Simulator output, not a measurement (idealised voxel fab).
A process module follows: voxel capacitor over wiring.
cross-section cut | 170 nm wide | cells 5 nm
Cross-section, as written here: a square-cell grid given band by band from the top down, where a band holds one or more rows of cells.
Quick guide to a band line: top height, bottom height (nm) up front; then every material left to right with its width in nm. Only one material and it's marked "all across"? Then it fills the band edge to edge. And "empty" just means empty space.
We count height from 0. Below that, the starting wafer is all one material. The lowest band never ends at the bottom but goes on down; see "0 -> down" for how that is written.
The two numbers in a width such as "30..40" mark its ends across the band: the first belongs to the top row of cells, the second to the bottom row, and from each row to the next the width moves by the same amount.
Where a step carries "no alteration", the cross-section came out of it unchanged, cell for cell.
Listed in "Closed-off voids": every empty space of 8 or more cells without an open way to the top. Form: width x height at distance, the distance being from the left edge, all in nm.
On each step's line, the part that comes after the settings is the simulator's own comment on the step.
The "overlay nm" setting may appear on a step's line; for a step that uses a mask, it gives how far to the right of its planned position the mask lay, and a negative value indicates the left.

Planned process steps
1. RECEIVE with material Si
2. CONFORMAL_DEP with material SiO2, thk nm 10
3. CONFORMAL_DEP with material SiCN, thk nm 5
4. DIRECTIONAL_DEP with material SiO2, thk nm 25
5. DIRECTIONAL_DEP with material aC, thk nm 15
6. PATTERN with tone open, mask id METAL_1, material resist, width nm 30, pitch nm 85, thk nm 35, overlay nm 0
7. DIRECTIONAL_ETCH with etch materials aC, depth nm 15
8. STRIP with etch materials resist
9. DIRECTIONAL_ETCH with etch materials SiO2, depth nm 25
10. DIRECTIONAL_ETCH with etch materials SiCN, depth nm 5
11. STRIP with etch materials aC
12. CONFORMAL_DEP with material TiN, thk nm 5
13. FILL_DEP with material Ru, thk nm 10
14. CMP with height nm 40
15. CONFORMAL_DEP with material SiCN, thk nm 5
16. DIRECTIONAL_DEP with material lowk, thk nm 15
17. PATTERN with tone open, mask id PLUG_1, material resist, width nm 15, thk nm 20, overlay nm 0
18. DIRECTIONAL_ETCH with etch materials lowk, depth nm 15
19. DIRECTIONAL_ETCH with etch materials SiCN, depth nm 5
20. STRIP with etch materials resist
21. CONFORMAL_DEP with material TiN, thk nm 5
22. FILL_DEP with material Cu, thk nm 5
23. CMP with height nm 60
24. DIRECTIONAL_DEP with material TiN, thk nm 5
25. DIRECTIONAL_DEP with material Al2O3, thk nm 5
26. DIRECTIONAL_DEP with material TiN, thk nm 10
27. PATTERN with tone cover, mask id UPPER_PLATE, material resist, width nm 60, thk nm 20, overlay nm 0
28. DIRECTIONAL_ETCH with etch materials TiN, depth nm 10
29. DIRECTIONAL_ETCH with etch materials Al2O3, depth nm 5
30. STRIP with etch materials resist
31. DIRECTIONAL_DEP with material aC, thk nm 10
32. PATTERN with tone cover, mask id LOWER_PLATE, material resist, width nm 70, thk nm 25, overlay nm 0
33. DIRECTIONAL_ETCH with etch materials aC, depth nm 10
34. STRIP with etch materials resist
35. DIRECTIONAL_ETCH with etch materials TiN, depth nm 5
36. STRIP with etch materials aC
37. FILL_DEP with material SiO2, thk nm 20
38. CMP with height nm 95
39. DIRECTIONAL_DEP with material aC, thk nm 15
40. PATTERN with tone open, mask id PLUG_2, material resist, width nm 15, thk nm 35, overlay nm 0
41. DIRECTIONAL_ETCH with etch materials aC, depth nm 15
42. STRIP with etch materials resist
43. DIRECTIONAL_ETCH with etch materials SiO2, depth nm 15
44. STRIP with etch materials aC
45. CONFORMAL_DEP with material TiN, thk nm 5
46. FILL_DEP with material Cu, thk nm 5
47. CMP with height nm 95
48. CONFORMAL_DEP with material SiN, thk nm 5

Incoming wafer in cross-section (state: after step 1)
> 0 -> down | Si all across
> Closed-off voids: none

Cross-section: first of two wafers, module finished, run according to plan
> 100 -> 95 | SiN all across
> 95 -> 85 | 50 of SiO2 / 5 of TiN / 5 of Cu / 5 of TiN / 105 of SiO2
> 85 -> 80 | 50 of SiO2 / 15 of TiN / 105 of SiO2
> 80 -> 70 | 40 of SiO2 / 60 of TiN / 70 of SiO2
> 70 -> 65 | 40 of SiO2 / 60 of Al2O3 / 70 of SiO2
> 65 -> 60 | 35 of SiO2 / 70 of TiN / 65 of SiO2
> 60 -> 45 | 40 of lowk / 5 of TiN / 5 of Cu / 5 of TiN / 115 of lowk
> 45 -> 40 | 40 of SiCN / 15 of TiN / 115 of SiCN
> 40 -> 15 | 25 of SiO2 / 5 of TiN / 20 of Ru / 5 of TiN / 55 of SiO2 / 5 of TiN / 20 of Ru / 5 of TiN / 30 of SiO2
> 15 -> 10 | 25 of SiCN / 30 of TiN / 55 of SiCN / 30 of TiN / 30 of SiCN
> 10 -> 0 | SiO2 all across
> 0 -> down | Si all across
> Closed-off voids: none

The second wafer, shown in cross-section after the module: started the same way as the first and given the same plan, yet one mistake crept into how it was run
> 100 -> 95 | SiN all across
> 95 -> 85 | 50 of SiO2 / 5 of TiN / 5 of Cu / 5 of TiN / 105 of SiO2
> 85 -> 80 | 50 of SiO2 / 15 of TiN / 105 of SiO2
> 80 -> 75 | 35 of SiO2 / 5 of TiN / 60 of SiO2 / 5 of TiN / 65 of SiO2
> 75 -> 70 | 40 of TiN / 60 of SiO2 / 70 of TiN
> 70 -> 65 | 40 of Al2O3 / 60 of SiO2 / 70 of Al2O3
> 65 -> 60 | TiN all across
> 60 -> 45 | 40 of lowk / 5 of TiN / 5 of Cu / 5 of TiN / 115 of lowk
> 45 -> 40 | 40 of SiCN / 15 of TiN / 115 of SiCN
> 40 -> 15 | 25 of SiO2 / 5 of TiN / 20 of Ru / 5 of TiN / 55 of SiO2 / 5 of TiN / 20 of Ru / 5 of TiN / 30 of SiO2
> 15 -> 10 | 25 of SiCN / 30 of TiN / 55 of SiCN / 30 of TiN / 30 of SiCN
> 10 -> 0 | SiO2 all across
> 0 -> down | Si all across
> Closed-off voids: none
What went wrong in running the wafer? step 27 was processed under conditions differing from the plan, specifically as PATTERN with tone open, mask id UPPER_PLATE, material resist, width nm 60, thk nm 20, overlay nm 0
Bottom line after processing is that, in cells, the second wafer is up or down on some materials versus the first: Al2O3 +10 | SiO2 -30 | TiN +20
